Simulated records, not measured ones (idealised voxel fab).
Herein follows the process module entitled voxel gate over fins.
This is section cut - it's 215 nm across, gridded in 5 nm square cells.
Think of the cross-section as a grid of square cells. We describe it in bands, top to bottom, and each band covers one or more rows of those cells.
Band: top height; bottom height; in nm. Then, left to right: material with width in nm, for each material. "all across": a single material spanning edge to edge. "empty": empty space.
The level at which height equals 0 is the one under which the wafer, as it arrives, is entirely one material. No lower edge exists for the bottom band, which continues downward and is notated as in "0 and below".
The expression "30..40" gives the width at the extremes of the band, the first number at its top row of cells and the second at its bottom row, with the width changing by equal amounts from each row to the next in between.
For the purposes of this document, the phrase "everything unchanged" attached to a step denotes that no cell within the cross-section was modified by that step.
Enclosed voids (no open way to top), threshold 8 cells or more, entry "Sealed internal voids", notation width x height at distance, distance from left edge, nm.
The remark found on a step's line after its settings is issued by the simulator itself and pertains to that step.
Each step line may optionally specify "overlay nm", which for a step with a mask gives the rightward distance between the mask's planned place and where it lay, a negative value indicating the leftward direction.

So here's the lineup of process steps we planned:
1: RECEIVE, material Si
2: CONFORMAL_DEP, material SiN, thk nm 10
3: DIRECTIONAL_DEP, material aC, thk nm 10
4: PATTERN, tone cover, mask id FINS, material resist, width nm 15, pitch nm 40, thk nm 30, overlay nm 0
5: DIRECTIONAL_ETCH, etch materials aC, depth nm 10
6: STRIP, etch materials resist
7: DIRECTIONAL_ETCH, etch materials SiN, depth nm 10
8: DIRECTIONAL_ETCH, etch materials Si, depth nm 30
9: STRIP, etch materials aC
10: OXIDIZE, depth nm 5
11: FILL_DEP, material SiO2, thk nm 5
12: CMP, height nm 10
13: SELECTIVE_ETCH, etch materials SiO2, depth nm 20
14: STRIP, etch materials SiN
15: CONFORMAL_DEP, material HfO2, thk nm 5
16: CONFORMAL_DEP, material TiN, thk nm 5
17: FILL_DEP, material W, thk nm 10
18: CMP, height nm 15
19: CONFORMAL_DEP, material SiCN, thk nm 5

Here's what the wafer looked like in cross-section when it arrived - that's after step 1:
* 0 and below = Si all across
* Sealed internal voids: none

End-of-module cross-section. Starting structure and process plan as above; one mistake made in running it:
* 20 down to 15 = SiCN all across
* 15 down to 10 = W 50 nm, TiN 5 nm, HfO2 25 nm, TiN 5 nm, W 5 nm, TiN 5 nm, HfO2 25 nm, TiN 5 nm, W 5 nm, TiN 5 nm, HfO2 25 nm, TiN 5 nm, W 50 nm
* 10 down to 0 = W 50 nm, TiN 5 nm, HfO2 5 nm, SiN 15 nm, HfO2 5 nm, TiN 5 nm, W 5 nm, TiN 5 nm, HfO2 5 nm, SiN 15 nm, HfO2 5 nm, TiN 5 nm, W 5 nm, TiN 5 nm, HfO2 5 nm, SiN 15 nm, HfO2 5 nm, TiN 5 nm, W 50 nm
* 0 down to -10 = W 50 nm, TiN 5..10 nm, HfO2 10..5 nm, Si 5 nm, HfO2 10..5 nm, TiN 5..10 nm, W 5 nm, TiN 5..10 nm, HfO2 10..5 nm, Si 5 nm, HfO2 10..5 nm, TiN 5..10 nm, W 5 nm, TiN 5..10 nm, HfO2 10..5 nm, Si 5 nm, HfO2 10..5 nm, TiN 5..10 nm, W 50 nm
* -10 down to -15 = W 55 nm, TiN 5 nm, HfO2 5 nm, Si 5 nm, HfO2 5 nm, TiN 5 nm, W 15 nm, TiN 5 nm, HfO2 5 nm, Si 5 nm, HfO2 5 nm, TiN 5 nm, W 15 nm, TiN 5 nm, HfO2 5 nm, Si 5 nm, HfO2 5 nm, TiN 5 nm, W 55 nm
* -15 down to -20 = W 55 nm, TiN 5 nm, HfO2 5 nm, Si 5 nm, HfO2 5 nm, TiN 5 nm, W 5 nm, empty 5 nm, W 5 nm, TiN 5 nm, HfO2 5 nm, Si 5 nm, HfO2 5 nm, TiN 5 nm, W 5 nm, empty 5 nm, W 5 nm, TiN 5 nm, HfO2 5 nm, Si 5 nm, HfO2 5 nm, TiN 5 nm, W 55 nm
* -20 down to -25 = W 55 nm, TiN 5 nm, HfO2 5 nm, Si 5 nm, HfO2 5 nm, TiN 5 nm, W 15 nm, TiN 5 nm, HfO2 5 nm, Si 5 nm, HfO2 5 nm, TiN 5 nm, W 15 nm, TiN 5 nm, HfO2 5 nm, Si 5 nm, HfO2 5 nm, TiN 5 nm, W 55 nm
* -25 down to -30 = TiN 60 nm, HfO2 5 nm, Si 5 nm, HfO2 5 nm, TiN 25 nm, HfO2 5 nm, Si 5 nm, HfO2 5 nm, TiN 25 nm, HfO2 5 nm, Si 5 nm, HfO2 5 nm, TiN 60 nm
* -30 down to -35 = HfO2 65 nm, Si 5 nm, HfO2 35 nm, Si 5 nm, HfO2 35 nm, Si 5 nm, HfO2 65 nm
* -35 and below = Si all across
* Sealed internal voids: none
In executing the process, a mistake was made relative to the plan: so step 14 ended up running with a different setting than we planned, it ran as STRIP, etch materials SiO2
